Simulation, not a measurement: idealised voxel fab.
The following is a process module called voxel capacitor over wiring.
Section shown: cut. Width: 190 nm. Cell size: 5 nm, square.
Each cross-section below is a grid of square cells, stated as bands in top-down order, with one or more rows of cells making up each band. Look at the band entry: it leads with the top's height and the bottom's height in nm. Then it lists the materials left to right, with a width in nm for each. The word "full width" on a single material says that material fills the band edge to edge. The word "air" is empty space. It should be noted that heights are counted from 0, beneath which the wafer as supplied is of one material throughout, and that the lowest band possesses no lower boundary but continues downward, as written in "top 0, no bottom". A width such as "30..40" changes by the same amount from each row of cells to the next, from the band's top row to its bottom row. Step note "no modifications" = no cross-section cell changed. Each empty space that has no open way to the top and spans at least 8 cells appears under "Closed empty spaces" as width x height at distance, the distance counted from the left edge, all in nm. On each step's line, the part that comes after the settings is the simulator's own comment on the step. If you see "overlay nm" on a step's line and that step has a mask, it's telling you how far right of where it was planned the mask ended up; a negative number means it went left instead.

The following list gives the planned process steps
| 1 | op RECEIVE | material Si |
| 2 | op CONFORMAL_DEP | material SiO2 | thk nm 10 |
| 3 | op DIRECTIONAL_DEP | material TiN | thk nm 5 |
| 4 | op DIRECTIONAL_DEP | material W | thk nm 15 |
| 5 | op DIRECTIONAL_DEP | material aC | thk nm 10 |
| 6 | op PATTERN | tone cover | mask id METAL_1 | material resist | width nm 30 | pitch nm 100 | thk nm 25 | overlay nm 0 |
| 7 | op DIRECTIONAL_ETCH | etch materials aC | depth nm 10 |
| 8 | op STRIP | etch materials resist |
| 9 | op DIRECTIONAL_ETCH | etch materials W | depth nm 15 |
| 10 | op DIRECTIONAL_ETCH | etch materials TiN | depth nm 5 |
| 11 | op STRIP | etch materials aC |
| 12 | op FILL_DEP | material SiO2 | thk nm 10 |
| 13 | op CMP | height nm 30 |
| 14 | op CONFORMAL_DEP | material SiCN | thk nm 5 |
| 15 | op DIRECTIONAL_DEP | material SiO2 | thk nm 20 |
| 16 | op PATTERN | tone open | mask id PLUG_1 | material resist | width nm 15 | thk nm 15 | overlay nm 0 |
| 17 | op DIRECTIONAL_ETCH | etch materials SiO2 | depth nm 20 |
| 18 | op DIRECTIONAL_ETCH | etch materials SiCN | depth nm 5 |
| 19 | op STRIP | etch materials resist |
| 20 | op EPI | material Ru | thk nm 10 |
| 21 | op EPI | material Ru | thk nm 10 |
| 22 | op EPI | material Ru | thk nm 5 |
| 23 | op DIRECTIONAL_DEP | material TiN | thk nm 5 |
| 24 | op DIRECTIONAL_DEP | material HfO2 | thk nm 5 |
| 25 | op DIRECTIONAL_DEP | material TiN | thk nm 10 |
| 26 | op DIRECTIONAL_DEP | material aC | thk nm 10 |
| 27 | op PATTERN | tone cover | mask id UPPER_PLATE | material resist | width nm 75 | thk nm 30 | overlay nm 0 |
| 28 | op DIRECTIONAL_ETCH | etch materials aC | depth nm 10 |
| 29 | op STRIP | etch materials resist |
| 30 | op DIRECTIONAL_ETCH | etch materials TiN | depth nm 10 |
| 31 | op DIRECTIONAL_ETCH | etch materials HfO2 | depth nm 5 |
| 32 | op STRIP | etch materials aC |
| 33 | op DIRECTIONAL_DEP | material aC | thk nm 10 |
| 34 | op PATTERN | tone cover | mask id LOWER_PLATE | material resist | width nm 85 | thk nm 25 | overlay nm 0 |
| 35 | op DIRECTIONAL_ETCH | etch materials aC | depth nm 10 |
| 36 | op STRIP | etch materials resist |
| 37 | op DIRECTIONAL_ETCH | etch materials TiN | depth nm 5 |
| 38 | op STRIP | etch materials aC |
| 39 | op FILL_DEP | material SiO2 | thk nm 15 |
| 40 | op CMP | height nm 85 |
| 41 | op DIRECTIONAL_DEP | material aC | thk nm 15 |
| 42 | op PATTERN | tone open | mask id PLUG_2 | material resist | width nm 15 | thk nm 35 | overlay nm 0 |
| 43 | op DIRECTIONAL_ETCH | etch materials aC | depth nm 15 |
| 44 | op STRIP | etch materials resist |
| 45 | op DIRECTIONAL_ETCH | etch materials SiO2 | depth nm 10 |
| 46 | op STRIP | etch materials aC |
| 47 | op CONFORMAL_DEP | material TiN | thk nm 5 |
| 48 | op FILL_DEP | material Ru | thk nm 5 |
| 49 | op CMP | height nm 85 |
| 50 | op CONFORMAL_DEP | material SiN | thk nm 5 |

First wafer, two in total, run as planned

Cross-section of the wafer upon arrival, representing the state reached after step 1
> top 0, no bottom  Si full width
> Closed empty spaces: none

Step 2 complete: cross-section through the wafer
> top 10, bottom 0  SiO2 full width
> Whatever lies below 0 is exactly as it was before.

Step 3 complete: cross-section through the wafer
> top 15, bottom 10  TiN full width
> Whatever lies below 10 is exactly as it was before.

Step 4 complete: cross-section through the wafer
> top 30, bottom 15  W full width
> Whatever lies below 15 is exactly as it was before.

Step 5 complete: cross-section through the wafer
> top 40, bottom 30  aC full width
> Whatever lies below 30 is exactly as it was before.

Step 6 complete: cross-section through the wafer
> top 65, bottom 40  30 nm air  30 nm resist  70 nm air  30 nm resist  30 nm air
> Whatever lies below 40 is exactly as it was before.

Step 7 complete: cross-section through the wafer
> top 55, bottom 40  30 nm air  30 nm resist  70 nm air  30 nm resist  30 nm air
> top 40, bottom 30  30 nm air  30 nm aC  70 nm air  30 nm aC  30 nm air
> Whatever lies below 30 is exactly as it was before.

Step 8 complete: cross-section through the wafer
> top 40, bottom 30  30 nm air  30 nm aC  70 nm air  30 nm aC  30 nm air
> Whatever lies below 30 is exactly as it was before.

Step 9 complete: cross-section through the wafer
> top 40, bottom 30  30 nm air  30 nm aC  70 nm air  30 nm aC  30 nm air
> top 30, bottom 15  30 nm air  30 nm W  70 nm air  30 nm W  30 nm air
> Whatever lies below 15 is exactly as it was before.

Step 10 complete: cross-section through the wafer
> top 40, bottom 30  30 nm air  30 nm aC  70 nm air  30 nm aC  30 nm air
> top 30, bottom 15  30 nm air  30 nm W  70 nm air  30 nm W  30 nm air
> top 15, bottom 10  30 nm air  30 nm TiN  70 nm air  30 nm TiN  30 nm air
> Whatever lies below 10 is exactly as it was before.

Step 11 complete: cross-section through the wafer
> top 30, bottom 15  30 nm air  30 nm W  70 nm air  30 nm W  30 nm air
> Whatever lies below 15 is exactly as it was before.

Step 12 complete: cross-section through the wafer
> top 40, bottom 30  SiO2 full width
> top 30, bottom 15  30 nm SiO2  30 nm W  70 nm SiO2  30 nm W  30 nm SiO2
> top 15, bottom 10  30 nm SiO2  30 nm TiN  70 nm SiO2  30 nm TiN  30 nm SiO2
> Whatever lies below 10 is exactly as it was before.

Step 13 complete: cross-section through the wafer
> top 30, bottom 15  30 nm SiO2  30 nm W  70 nm SiO2  30 nm W  30 nm SiO2
> Whatever lies below 15 is exactly as it was before.

Step 14 complete: cross-section through the wafer
> top 35, bottom 30  SiCN full width
> Whatever lies below 30 is exactly as it was before.

Step 15 complete: cross-section through the wafer
> top 55, bottom 35  SiO2 full width
> Whatever lies below 35 is exactly as it was before.

Step 16 complete: cross-section through the wafer
> top 70, bottom 55  45 nm resist  15 nm air  130 nm resist
> Whatever lies below 55 is exactly as it was before.

Step 17 complete: cross-section through the wafer
> top 70, bottom 55  45 nm resist  15 nm air  130 nm resist
> top 55, bottom 35  45 nm SiO2  15 nm air  130 nm SiO2
> Whatever lies below 35 is exactly as it was before.

Step 18 complete: cross-section through the wafer
> top 70, bottom 55  45 nm resist  15 nm air  130 nm resist
> top 55, bottom 35  45 nm SiO2  15 nm air  130 nm SiO2
> top 35, bottom 30  45 nm SiCN  15 nm air  130 nm SiCN
> Whatever lies below 30 is exactly as it was before.

Step 19 complete: cross-section through the wafer
> top 55, bottom 35  45 nm SiO2  15 nm air  130 nm SiO2
> Whatever lies below 35 is exactly as it was before.

Step 20 complete: cross-section through the wafer
> top 55, bottom 40  45 nm SiO2  15 nm air  130 nm SiO2
> top 40, bottom 35  45 nm SiO2  15 nm Ru  130 nm SiO2
> top 35, bottom 30  45 nm SiCN  15 nm Ru  130 nm SiCN
> Whatever lies below 30 is exactly as it was before.

Step 21 complete: cross-section through the wafer
> top 55, bottom 50  45 nm SiO2  15 nm air  130 nm SiO2
> top 50, bottom 35  45 nm SiO2  15 nm Ru  130 nm SiO2
> Whatever lies below 35 is exactly as it was before.

Step 22 complete: cross-section through the wafer
> top 55, bottom 35  45 nm SiO2  15 nm Ru  130 nm SiO2
> Whatever lies below 35 is exactly as it was before.

Step 23 complete: cross-section through the wafer
> top 60, bottom 55  TiN full width
> Whatever lies below 55 is exactly as it was before.

Step 24 complete: cross-section through the wafer
> top 65, bottom 60  HfO2 full width
> Whatever lies below 60 is exactly as it was before.

Step 25 complete: cross-section through the wafer
> top 75, bottom 65  TiN full width
> Whatever lies below 65 is exactly as it was before.

Step 26 complete: cross-section through the wafer
> top 85, bottom 75  aC full width
> Whatever lies below 75 is exactly as it was before.

Step 27 complete: cross-section through the wafer
> top 115, bottom 85  45 nm air  75 nm resist  70 nm air
> Whatever lies below 85 is exactly as it was before.

Step 28 complete: cross-section through the wafer
> top 105, bottom 85  45 nm air  75 nm resist  70 nm air
> top 85, bottom 75  45 nm air  75 nm aC  70 nm air
> Whatever lies below 75 is exactly as it was before.

Step 29 complete: cross-section through the wafer
> top 85, bottom 75  45 nm air  75 nm aC  70 nm air
> Whatever lies below 75 is exactly as it was before.

Step 30 complete: cross-section through the wafer
> top 85, bottom 75  45 nm air  75 nm aC  70 nm air
> top 75, bottom 65  45 nm air  75 nm TiN  70 nm air
> Whatever lies below 65 is exactly as it was before.

Step 31 complete: cross-section through the wafer
> top 85, bottom 75  45 nm air  75 nm aC  70 nm air
> top 75, bottom 65  45 nm air  75 nm TiN  70 nm air
> top 65, bottom 60  45 nm air  75 nm HfO2  70 nm air
> Whatever lies below 60 is exactly as it was before.

Step 32 complete: cross-section through the wafer
> top 75, bottom 65  45 nm air  75 nm TiN  70 nm air
> Whatever lies below 65 is exactly as it was before.

Step 33 complete: cross-section through the wafer
> top 85, bottom 75  45 nm air  75 nm aC  70 nm air
> top 75, bottom 70  45 nm air  75 nm TiN  70 nm air
> top 70, bottom 65  45 nm aC  75 nm TiN  70 nm aC
> top 65, bottom 60  45 nm aC  75 nm HfO2  70 nm aC
> Whatever lies below 60 is exactly as it was before.

Step 34 complete: cross-section through the wafer
> top 110, bottom 85  40 nm air  85 nm resist  65 nm air
> top 85, bottom 75  40 nm air  5 nm resist  75 nm aC  5 nm resist  65 nm air
> top 75, bottom 70  40 nm air  5 nm resist  75 nm TiN  5 nm resist  65 nm air
> Whatever lies below 70 is exactly as it was before.

Step 35 complete: cross-section through the wafer
> top 100, bottom 85  40 nm air  85 nm resist  65 nm air
> top 85, bottom 75  40 nm air  5 nm resist  75 nm aC  5 nm resist  65 nm air
> top 75, bottom 70  40 nm air  5 nm resist  75 nm TiN  5 nm resist  65 nm air
> top 70, bottom 65  40 nm air  5 nm aC  75 nm TiN  5 nm aC  65 nm air
> top 65, bottom 60  40 nm air  5 nm aC  75 nm HfO2  5 nm aC  65 nm air
> Whatever lies below 60 is exactly as it was before.

Step 36 complete: cross-section through the wafer
> top 85, bottom 75  45 nm air  75 nm aC  70 nm air
> top 75, bottom 70  45 nm air  75 nm TiN  70 nm air
> Whatever lies below 70 is exactly as it was before.

Step 37 complete: cross-section through the wafer
> top 85, bottom 75  45 nm air  75 nm aC  70 nm air
> top 75, bottom 70  45 nm air  75 nm TiN  70 nm air
> top 70, bottom 65  40 nm air  5 nm aC  75 nm TiN  5 nm aC  65 nm air
> top 65, bottom 60  40 nm air  5 nm aC  75 nm HfO2  5 nm aC  65 nm air
> top 60, bottom 55  40 nm air  85 nm TiN  65 nm air
> Whatever lies below 55 is exactly as it was before.

Step 38 complete: cross-section through the wafer
> top 75, bottom 65  45 nm air  75 nm TiN  70 nm air
> top 65, bottom 60  45 nm air  75 nm HfO2  70 nm air
> Whatever lies below 60 is exactly as it was before.

Step 39 complete: cross-section through the wafer
> top 90, bottom 75  SiO2 full width
> top 75, bottom 65  45 nm SiO2  75 nm TiN  70 nm SiO2
> top 65, bottom 60  45 nm SiO2  75 nm HfO2  70 nm SiO2
> top 60, bottom 55  40 nm SiO2  85 nm TiN  65 nm SiO2
> Whatever lies below 55 is exactly as it was before.

Step 40 complete: cross-section through the wafer
> top 85, bottom 75  SiO2 full width
> Whatever lies below 75 is exactly as it was before.

Step 41 complete: cross-section through the wafer
> top 100, bottom 85  aC full width
> Whatever lies below 85 is exactly as it was before.

Step 42 complete: cross-section through the wafer
> top 135, bottom 100  55 nm resist  15 nm air  120 nm resist
> Whatever lies below 100 is exactly as it was before.

Step 43 complete: cross-section through the wafer
> top 120, bottom 100  55 nm resist  15 nm air  120 nm resist
> top 100, bottom 85  55 nm aC  15 nm air  120 nm aC
> Whatever lies below 85 is exactly as it was before.

Step 44 complete: cross-section through the wafer
> top 100, bottom 85  55 nm aC  15 nm air  120 nm aC
> Whatever lies below 85 is exactly as it was before.

Step 45 complete: cross-section through the wafer
> top 100, bottom 85  55 nm aC  15 nm air  120 nm aC
> top 85, bottom 75  55 nm SiO2  15 nm air  120 nm SiO2
> Whatever lies below 75 is exactly as it was before.

Step 46 complete: cross-section through the wafer
> top 85, bottom 75  55 nm SiO2  15 nm air  120 nm SiO2
> Whatever lies below 75 is exactly as it was before.

Step 47 complete: cross-section through the wafer
> top 90, bottom 85  60 nm TiN  5 nm air  125 nm TiN
> top 85, bottom 80  55 nm SiO2  5 nm TiN  5 nm air  5 nm TiN  120 nm SiO2
> top 80, bottom 75  55 nm SiO2  15 nm TiN  120 nm SiO2
> Whatever lies below 75 is exactly as it was before.

Step 48 complete: cross-section through the wafer
> top 95, bottom 90  Ru full width
> top 90, bottom 85  60 nm TiN  5 nm Ru  125 nm TiN
> top 85, bottom 80  55 nm SiO2  5 nm TiN  5 nm Ru  5 nm TiN  120 nm SiO2
> Whatever lies below 80 is exactly as it was before.

Step 49 complete: cross-section through the wafer
> top 85, bottom 80  55 nm SiO2  5 nm TiN  5 nm Ru  5 nm TiN  120 nm SiO2
> Whatever lies below 80 is exactly as it was before.

Step 50 complete: cross-section through the wafer
> top 90, bottom 85  SiN full width
> Whatever lies below 85 is exactly as it was before.

Now the other wafer: same start, same recipe, but we messed up one thing when running it. Up to and including step 41 it's the same as the first one

Cross-section of the second wafer at the time step 42 of the plan should have ended
> top 135, bottom 100  65 nm resist  15 nm air  110 nm resist
> Whatever lies below 100 is exactly as it was before.

Cross-section of the second wafer at the time step 43 of the plan should have ended
> top 120, bottom 100  65 nm resist  15 nm air  110 nm resist
> top 100, bottom 85  65 nm aC  15 nm air  110 nm aC
> Whatever lies below 85 is exactly as it was before.

Cross-section of the second wafer at the time step 44 of the plan should have ended
> top 100, bottom 85  65 nm aC  15 nm air  110 nm aC
> Whatever lies below 85 is exactly as it was before.

Cross-section of the second wafer at the time step 45 of the plan should have ended
> top 100, bottom 85  65 nm aC  15 nm air  110 nm aC
> top 85, bottom 75  65 nm SiO2  15 nm air  110 nm SiO2
> Whatever lies below 75 is exactly as it was before.

Cross-section of the second wafer at the time step 46 of the plan should have ended
> top 85, bottom 75  65 nm SiO2  15 nm air  110 nm SiO2
> Whatever lies below 75 is exactly as it was before.

Cross-section of the second wafer at the time step 47 of the plan should have ended
> top 90, bottom 85  70 nm TiN  5 nm air  115 nm TiN
> top 85, bottom 80  65 nm SiO2  5 nm TiN  5 nm air  5 nm TiN  110 nm SiO2
> top 80, bottom 75  65 nm SiO2  15 nm TiN  110 nm SiO2
> Whatever lies below 75 is exactly as it was before.

Cross-section of the second wafer at the time step 48 of the plan should have ended
> top 95, bottom 90  Ru full width
> top 90, bottom 85  70 nm TiN  5 nm Ru  115 nm TiN
> top 85, bottom 80  65 nm SiO2  5 nm TiN  5 nm Ru  5 nm TiN  110 nm SiO2
> Whatever lies below 80 is exactly as it was before.

Cross-section of the second wafer at the time step 49 of the plan should have ended
> top 85, bottom 80  65 nm SiO2  5 nm TiN  5 nm Ru  5 nm TiN  110 nm SiO2
> Whatever lies below 80 is exactly as it was before.

Cross-section of the second wafer at the time step 50 of the plan should have ended
> top 90, bottom 85  SiN full width
> Whatever lies below 85 is exactly as it was before.
Plan not followed: step 42 was processed under conditions differing from the plan, specifically as op PATTERN | tone open | mask id PLUG_2 | material resist | width nm 15 | thk nm 35 | overlay nm 10
When the process is done, the second wafer contains the same cell count of every material as the first wafer, but distributed over other locations.
